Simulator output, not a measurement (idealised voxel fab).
Module name: voxel gate over fins (process module)
The width of the displayed cross-section, cut, is 235 nm; its cells are square, with a size of 5 nm.
Cross-section layout: square cells on a grid; listed as bands, top to bottom; a band spans one or more cell rows.
Within each band entry, the heights of the top and of the bottom of the band appear first, in that order and in nm; the materials of the band then follow from left to right, each with its corresponding width in nm. The designation "throughout" on a single material indicates that it fills the band from edge to edge; the designation "air" indicates empty space.
Note: height 0 marks the level under which the wafer is uniformly one material as received. Lowest band unbounded below, written "z 0 and below".
The width entry "30..40" should be interpreted row by row: the top row of cells in the band takes the first number, the bottom row takes the second number, and the change between adjacent rows is uniform throughout.
Reading "nothing different" for a step: not a cell of the cross-section changed in it.
"Sealed internal cavities" specifies each empty space that is not open to the top and that occupies no fewer than 8 cells, using the form width x height at distance, the distance measured from the left edge and all three quantities in nm.
Text after the settings on a step's line: the simulator's own remark on that step.
A step line may carry the setting "overlay nm", which, for steps involving a mask, states the distance by which the mask lay to the right of its intended position; negative values denote displacement to the left.
What follows is a series of pairs. Each pair shows a cross-section before one process step and the cross-section after it, and the after view is drawn only down to the lowest band that changed. Beneath each pair is the step that lies between the two, with its settings. Pairs may come from different runs of this module on the same starting wafer, so a pair continues from the one above it only where its entry headed "Structure before processing" says so.
**Structure before processing**
* z 5 to 0  80 of air | 25 of HfO2 | 15 of air | 25 of HfO2 | 90 of air
* z 0 to -10  80 of air | 5 of HfO2 | 15 of Si | 5 of HfO2 | 15 of air | 5 of HfO2 | 15 of Si | 5 of HfO2 | 90 of air
* z -10 to -15  85 of HfO2 | 15 of Si | 25 of HfO2 | 15 of Si | 95 of HfO2
* z -15 to -40  85 of SiO2 | 15 of Si | 25 of SiO2 | 15 of Si | 95 of SiO2
* z -40 and below  Si throughout
* Sealed internal cavities: none
**Post-Step Snapshot**
* z 10 to 5  75 of air | 35 of TiN | 5 of air | 35 of TiN | 85 of air
* z 5 to 0  75 of air | 5 of TiN | 25 of HfO2 | 5 of TiN | 5 of air | 5 of TiN | 25 of HfO2 | 5 of TiN | 85 of air
* z 0 to -5  75 of air | 5 of TiN | 5 of HfO2 | 15 of Si | 5 of HfO2 | 5 of TiN | 5 of air | 5 of TiN | 5 of HfO2 | 15 of Si | 5 of HfO2 | 5 of TiN | 85 of air
* z -5 to -10  80 of TiN | 5 of HfO2 | 15 of Si | 5 of HfO2 | 15 of TiN | 5 of HfO2 | 15 of Si | 5 of HfO2 | 90 of TiN
* Everything below -10 is unchanged.
* Sealed internal cavities: none
Connecting step for the cross-sections above: op CONFORMAL_DEP | material TiN | thk nm 5
Structure before processing: identical to the post-step cross-section of the immediately preceding pair.
**Post-Step Snapshot**
* z 15 to 10  70 of air | 85 of TiAl | 80 of air
* z 10 to 5  70 of air | 5 of TiAl | 35 of TiN | 5 of TiAl | 35 of TiN | 5 of TiAl | 80 of air
* z 5 to 0  70 of air | 5 of TiAl | 5 of TiN | 25 of HfO2 | 5 of TiN | 5 of TiAl | 5 of TiN | 25 of HfO2 | 5 of TiN | 5 of TiAl | 80 of air
* z 0 to -5  75 of TiAl | 5 of TiN | 5 of HfO2 | 15 of Si | 5 of HfO2 | 5 of TiN | 5 of TiAl | 5 of TiN | 5 of HfO2 | 15 of Si | 5 of HfO2 | 5 of TiN | 85 of TiAl
* Everything below -5 is unchanged.
* Sealed internal cavities: none
Connecting step for the cross-sections above: op CONFORMAL_DEP | material TiAl | thk nm 5
Structure before processing: identical to the post-step cross-section of the immediately preceding pair.
**Post-Step Snapshot**
* z 20 to 15  65 of air | 95 of TiN | 75 of air
* z 15 to 10  65 of air | 5 of TiN | 85 of TiAl | 5 of TiN | 75 of air
* z 10 to 5  65 of air | 5 of TiN | 5 of TiAl | 35 of TiN | 5 of TiAl | 35 of TiN | 5 of TiAl | 5 of TiN | 75 of air
* z 5 to 0  70 of TiN | 5 of TiAl | 5 of TiN | 25 of HfO2 | 5 of TiN | 5 of TiAl | 5 of TiN | 25 of HfO2 | 5 of TiN | 5 of TiAl | 80 of TiN
* Everything below 0 is unchanged.
* Sealed internal cavities: none
Connecting step for the cross-sections above: op CONFORMAL_DEP | material TiN | thk nm 5
Structure before processing: identical to the post-step cross-section of the immediately preceding pair.
**Post-Step Snapshot**
* z 30 to 20  W throughout
* z 20 to 15  65 of W | 95 of TiN | 75 of W
* z 15 to 10  65 of W | 5 of TiN | 85 of TiAl | 5 of TiN | 75 of W
* z 10 to 5  65 of W | 5 of TiN | 5 of TiAl | 35 of TiN | 5 of TiAl | 35 of TiN | 5 of TiAl | 5 of TiN | 75 of W
* Everything below 5 is unchanged.
* Sealed internal cavities: none
Connecting step for the cross-sections above: op FILL_DEP | material W | thk nm 10
Structure before processing: identical to the post-step cross-section of the immediately preceding pair.
**Post-Step Snapshot**
* z 25 to 20  W throughout
* Everything below 20 is unchanged.
* Sealed internal cavities: none
Connecting step for the cross-sections above: op CMP | height nm 25
Structure before processing: identical to the post-step cross-section of the immediately preceding pair.
**Post-Step Snapshot**
* z 35 to 25  SiN throughout
* Everything below 25 is unchanged.
* Sealed internal cavities: none
Connecting step for the cross-sections above: op CONFORMAL_DEP | material SiN | thk nm 10
**Structure before processing**
* z 15 to 10  75 of air | 85 of TiAl | 75 of air
* z 10 to 5  75 of air | 5 of TiAl | 35 of TiN | 5 of TiAl | 35 of TiN | 5 of TiAl | 75 of air
* z 5 to 0  75 of air | 5 of TiAl | 5 of TiN | 25 of HfO2 | 5 of TiN | 5 of TiAl | 5 of TiN | 25 of HfO2 | 5 of TiN | 5 of TiAl | 75 of air
* z 0 to -5  80 of TiAl | 5 of TiN | 5 of HfO2 | 15 of Si | 5 of HfO2 | 5 of TiN | 5 of TiAl | 5 of TiN | 5 of HfO2 | 15 of Si | 5 of HfO2 | 5 of TiN | 80 of TiAl
* z -5 to -10  85 of TiN | 5 of HfO2 | 15 of Si | 5 of HfO2 | 15 of TiN | 5 of HfO2 | 15 of Si | 5 of HfO2 | 85 of TiN
* z -10 to -15  90 of HfO2 | 15 of Si | 25 of HfO2 | 15 of Si | 90 of HfO2
* z -15 to -40  90 of SiO2 | 15 of Si | 25 of SiO2 | 15 of Si | 90 of SiO2
* z -40 and below  Si throughout
* Sealed internal cavities: none
**Post-Step Snapshot**
* z 20 to 15  70 of air | 95 of SiN | 70 of air
* z 15 to 10  70 of air | 5 of SiN | 85 of TiAl | 5 of SiN | 70 of air
* z 10 to 5  70 of air | 5 of SiN | 5 of TiAl | 35 of TiN | 5 of TiAl | 35 of TiN | 5 of TiAl | 5 of SiN | 70 of air
* z 5 to 0  75 of SiN | 5 of TiAl | 5 of TiN | 25 of HfO2 | 5 of TiN | 5 of TiAl | 5 of TiN | 25 of HfO2 | 5 of TiN | 5 of TiAl | 75 of SiN
* Everything below 0 is unchanged.
* Sealed internal cavities: none
Connecting step for the cross-sections above: op CONFORMAL_DEP | material SiN | thk nm 5
Structure before processing: identical to the post-step cross-section of the immediately preceding pair.
**Post-Step Snapshot**
* z 30 to 20  W throughout
* z 20 to 15  70 of W | 95 of SiN | 70 of W
* z 15 to 10  70 of W | 5 of SiN | 85 of TiAl | 5 of SiN | 70 of W
* z 10 to 5  70 of W | 5 of SiN | 5 of TiAl | 35 of TiN | 5 of TiAl | 35 of TiN | 5 of TiAl | 5 of SiN | 70 of W
* Everything below 5 is unchanged.
* Sealed internal cavities: none
Connecting step for the cross-sections above: op FILL_DEP | material W | thk nm 10
Structure before processing: identical to the post-step cross-section of the immediately preceding pair.
**Post-Step Snapshot**
* z 25 to 20  W throughout
* Everything below 20 is unchanged.
* Sealed internal cavities: none
Connecting step for the cross-sections above: op CMP | height nm 25
Structure before processing: identical to the post-step cross-section of the immediately preceding pair.
**Post-Step Snapshot**
* z 35 to 25  SiN throughout
* Everything below 25 is unchanged.
* Sealed internal cavities: none
Connecting step for the cross-sections above: op CONFORMAL_DEP | material SiN | thk nm 10
**Structure before processing**
* z 25 to 10  aC throughout
* z 10 to 0  SiN throughout
* z 0 and below  Si throughout
* Sealed internal cavities: none
**Post-Step Snapshot**
* z 60 to 25  90 of resist | 15 of air | 25 of resist | 15 of air | 90 of resist
* Everything below 25 is unchanged.
* Sealed internal cavities: none
Connecting step for the cross-sections above: op PATTERN | tone open | mask id FINS | material resist | width nm 15 | pitch nm 40 | thk nm 35 | overlay nm 0
Structure before processing: identical to the post-step cross-section of the immediately preceding pair.
**Post-Step Snapshot**
* z 45 to 25  90 of resist | 15 of air | 25 of resist | 15 of air | 90 of resist
* z 25 to 10  90 of aC | 15 of air | 25 of aC | 15 of air | 90 of aC
* Everything below 10 is unchanged.
* Sealed internal cavities: none
Connecting step for the cross-sections above: op DIRECTIONAL_ETCH | etch materials aC | depth nm 15
Structure before processing: identical to the post-step cross-section of the immediately preceding pair.
**Post-Step Snapshot**
* z 25 to 10  90 of aC | 15 of air | 25 of aC | 15 of air | 90 of aC
* Everything below 10 is unchanged.
* Sealed internal cavities: none
Connecting step for the cross-sections above: op STRIP | etch materials resist
Structure before processing: identical to the post-step cross-section of the immediately preceding pair.
**Post-Step Snapshot**
* z 25 to 10  90 of aC | 15 of air | 25 of aC | 15 of air | 90 of aC
* z 10 to 0  90 of SiN | 15 of air | 25 of SiN | 15 of air | 90 of SiN
* Everything below 0 is unchanged.
* Sealed internal cavities: none
Connecting step for the cross-sections above: op DIRECTIONAL_ETCH | etch materials SiN | depth nm 10
Structure before processing: identical to the post-step cross-section of the immediately preceding pair.
**Post-Step Snapshot**
* z 25 to 10  90 of aC | 15 of air | 25 of aC | 15 of air | 90 of aC
* z 10 to 0  90 of SiN | 15 of air | 25 of SiN | 15 of air | 90 of SiN
* z 0 to -40  90 of Si | 15 of air | 25 of Si | 15 of air | 90 of Si
* Everything below -40 is unchanged.
* Sealed internal cavities: none
Connecting step for the cross-sections above: op DIRECTIONAL_ETCH | etch materials Si | depth nm 40
Structure before processing: identical to the post-step cross-section of the immediately preceding pair.
**Post-Step Snapshot**
* z 10 to 0  90 of SiN | 15 of air | 25 of SiN | 15 of air | 90 of SiN
* Everything below 0 is unchanged.
* Sealed internal cavities: none
Connecting step for the cross-sections above: op STRIP | etch materials aC
Structure before processing: identical to the post-step cross-section of the immediately preceding pair.
**Post-Step Snapshot**
* z 15 to 10  SiO2 throughout
* z 10 to 0  90 of SiN | 15 of SiO2 | 25 of SiN | 15 of SiO2 | 90 of SiN
* z 0 to -40  90 of Si | 15 of SiO2 | 25 of Si | 15 of SiO2 | 90 of Si
* Everything below -40 is unchanged.
* Sealed internal cavities: none
Connecting step for the cross-sections above: op FILL_DEP | material SiO2 | thk nm 5
Structure before processing: identical to the post-step cross-section of the immediately preceding pair.
**Post-Step Snapshot**
* z 10 to 0  90 of SiN | 15 of SiO2 | 25 of SiN | 15 of SiO2 | 90 of SiN
* Everything below 0 is unchanged.
* Sealed internal cavities: none
Connecting step for the cross-sections above: op CMP | height nm 10
Structure before processing: identical to the post-step cross-section of the immediately preceding pair.
**Post-Step Snapshot**
* z 10 to 0  90 of SiN | 15 of air | 25 of SiN | 15 of air | 90 of SiN
* z 0 to -15  90 of Si | 15 of air | 25 of Si | 15 of air | 90 of Si
* Everything below -15 is unchanged.
* Sealed internal cavities: none
Connecting step for the cross-sections above: op SELECTIVE_ETCH | etch materials SiO2 | depth nm 25
Structure before processing: identical to the post-step cross-section of the immediately preceding pair.
**Post-Step Snapshot**
* z 0 to -15  90 of Si | 15 of air | 25 of Si | 15 of air | 90 of Si
* Everything below -15 is unchanged.
* Sealed internal cavities: none
Connecting step for the cross-sections above: op STRIP | etch materials SiN
Structure before processing: identical to the post-step cross-section of the immediately preceding pair.
**Post-Step Snapshot**
* z 5 to 0  95 of HfO2 | 5 of air | 35 of HfO2 | 5 of air | 95 of HfO2
* z 0 to -10  90 of Si | 5 of HfO2 | 5 of air | 5 of HfO2 | 25 of Si | 5 of HfO2 | 5 of air | 5 of HfO2 | 90 of Si
* z -10 to -15  90 of Si | 15 of HfO2 | 25 of Si | 15 of HfO2 | 90 of Si
* Everything below -15 is unchanged.
* Sealed internal cavities: none
Connecting step for the cross-sections above: op CONFORMAL_DEP | material HfO2 | thk nm 5
Structure before processing: identical to the post-step cross-section of the immediately preceding pair.
**Post-Step Snapshot**
* z 10 to 5  TiN throughout
* z 5 to 0  95 of HfO2 | 5 of TiN | 35 of HfO2 | 5 of TiN | 95 of HfO2
* z 0 to -10  90 of Si | 5 of HfO2 | 5 of TiN | 5 of HfO2 | 25 of Si | 5 of HfO2 | 5 of TiN | 5 of HfO2 | 90 of Si
* Everything below -10 is unchanged.
* Sealed internal cavities: none
Connecting step for the cross-sections above: op CONFORMAL_DEP | material TiN | thk nm 5
Structure before processing: identical to the post-step cross-section of the immediately preceding pair.
**Post-Step Snapshot**
* z 15 to 10  TiAl throughout
* Everything below 10 is unchanged.
* Sealed internal cavities: none
Connecting step for the cross-sections above: op CONFORMAL_DEP | material TiAl | thk nm 5
Structure before processing: identical to the post-step cross-section of the immediately preceding pair.
**Post-Step Snapshot**
* z 20 to 15  TiN throughout
* Everything below 15 is unchanged.
* Sealed internal cavities: none
Connecting step for the cross-sections above: op CONFORMAL_DEP | material TiN | thk nm 5
Structure before processing: identical to the post-step cross-section of the immediately preceding pair.
**Post-Step Snapshot**
* z 30 to 20  W throughout
* Everything below 20 is unchanged.
* Sealed internal cavities: none
Connecting step for the cross-sections above: op FILL_DEP | material W | thk nm 10
Structure before processing: identical to the post-step cross-section of the immediately preceding pair.
**Post-Step Snapshot**
* z 25 to 20  W throughout
* Everything below 20 is unchanged.
* Sealed internal cavities: none
Connecting step for the cross-sections above: op CMP | height nm 25
Structure before processing: identical to the post-step cross-section of the immediately preceding pair.
**Post-Step Snapshot**
* z 35 to 25  SiN throughout
* Everything below 25 is unchanged.
* Sealed internal cavities: none
Connecting step for the cross-sections above: op CONFORMAL_DEP | material SiN | thk nm 10
